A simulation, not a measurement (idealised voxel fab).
Process module heading - voxel plated lines
The cross-section shown here is cut; it is 230 nm wide and divided into square cells measuring 5 nm on a side.
This document writes a cross-section as a grid whose cells are square, and gives it as bands, listed from the top down; one or more rows of cells form a band.
Each band's line starts with the height of the band's top and of its bottom, in nm. Then come its materials from left to right, each with its width in nm. One material with "edge to edge" fills the band from edge to edge. "blank" is empty space.
Convention: height 0 is the level below which the wafer, as received, is all one material. The lowest band does not terminate at the bottom but continues downward, represented as "from 0 down".
Note: "30..40" means the width goes from the first number (top row of the band) to the second number (bottom row) in equal steps per row of cells.
Step note "nothing got changed" = no cross-section cell changed.
Closed-off voids of 8+ cells (no open route to the top) go in "Listed closed voids", written width x height at distance from the left edge, in nm.
Where a step's line continues beyond its settings, the continuation is a remark by the simulator itself on that step.
Regarding "overlay nm": on a step with a mask, it is the distance the mask lay to the right of its planned place; a negative value places it to the left.
Set out below are the planned steps of the process
1 RECEIVE,material Si
2 CONFORMAL_DEP,material Al2O3,thk nm 5
3 DIRECTIONAL_DEP,material TiN,thk nm 5
4 PATTERN,tone open,mask id LINES,material resist,width nm 15,pitch nm 50,thk nm 25,overlay nm 0
5 EPI,material Ru,thk nm 5
6 EPI,material Ru,thk nm 10
7 STRIP,etch materials resist
8 DIRECTIONAL_ETCH,etch materials TiN,depth nm 5
9 CONFORMAL_DEP,material SiN,thk nm 5
Quick note for whoever runs this: the wafers start identical, but the width nm at step 4 isn't the same across them. The plan just shows what the first wafer had.
Sectional view: first of several wafers, as received, after step 1
    from 0 down | Si edge to edge
    Listed closed voids: none
Tabulated below, wafer by wafer, are the end-of-module results: for each material, the number of cells gained (+) or lost (-) relative to the as-received state, followed by the closed voids
width nm 15, +46 Al2O3, +27 Ru, +70 SiN, +9 TiN, Listed closed voids: none
width nm 20, +46 Al2O3, +36 Ru, +70 SiN, +12 TiN, Listed closed voids: none
width nm 25, +46 Al2O3, +45 Ru, +70 SiN, +15 TiN, Listed closed voids: none
width nm 30, +46 Al2O3, +54 Ru, +70 SiN, +18 TiN, Listed closed voids: none
width nm 35, +46 Al2O3, +63 Ru, +70 SiN, +21 TiN, Listed closed voids: none
